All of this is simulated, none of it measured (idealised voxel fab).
A process module follows: voxel trench capacitor.
The figure presents cross-section cut, which has a width of 285 nm and is divided into square cells with an edge length of 5 nm.
The cross-sections in this document take the form of a grid made of square cells. They are written out as bands, in order from top to bottom. Each band consists of one or more rows of cells. A band entry consists of two parts. The first gives the height of the band's top and the height of its bottom, in nm. The rest lists the band's materials from left to right, each with its width in nm. A single material labelled with the word "everywhere" fills the band from edge to edge, and the word "empty" marks empty space. Ref level 0: as-received wafer is one material below here. Bottom band extends down with no lower bound ("0 down"). The notation "30..40" denotes a width that varies across the rows of cells in the band, beginning at the first number in the top row, finishing at the second number in the bottom row, and changing by an identical amount from each row to the next. A step reported as "all unchanged" is a step in which no cell of the cross-section changed. The label "Non-vented voids" introduces a list of the empty spaces, 8 cells or larger, that have no open way up to the top; each entry in it reads width x height at distance, where the distance is taken from the left edge and all three are stated in nm. Past the settings on a step's line: simulator remark, on that step. Regarding "overlay nm": on a step with a mask, it is the distance the mask lay to the right of its planned place; a negative value places it to the left.

## Process steps - plan
1 RECEIVE [material Si]
2 CONFORMAL_DEP [material SiN] [thk nm 10]
3 PATTERN [tone open] [mask id TRENCH] [material resist] [width nm 20] [pitch nm 50] [thk nm 15] [overlay nm 0]
4 DIRECTIONAL_ETCH [etch materials SiN] [depth nm 10]
5 DIRECTIONAL_ETCH [etch materials Si] [depth nm 35]
6 STRIP [etch materials resist]
7 CONFORMAL_DEP [material SiO2] [thk nm 5]
8 FILL_DEP [material polySi] [thk nm 5]
9 CMP [height nm 0]
Wafer-to-wafer difference: height nm, step 9. Common start. Plan = first wafer's value.

## First wafer of several, as received: cross-section after step 1
- 0 down: Si everywhere
- Non-vented voids: none

## Tabulated below, wafer by wafer, are the end-of-module results: for each material, the number of cells gained (+) or lost (-) relative to the as-received state, followed by the closed voids
height nm 0; -56 Si; +32 SiO2; +24 polySi; Non-vented voids: none
height nm 5; -56 Si; +49 SiN; +36 SiO2; +28 polySi; Non-vented voids: none
height nm 10; -56 Si; +98 SiN; +40 SiO2; +32 polySi; Non-vented voids: none
height nm 15; -56 Si; +98 SiN; +93 SiO2; +36 polySi; Non-vented voids: none
height nm 20; -56 Si; +98 SiN; +93 SiO2; +93 polySi; Non-vented voids: none
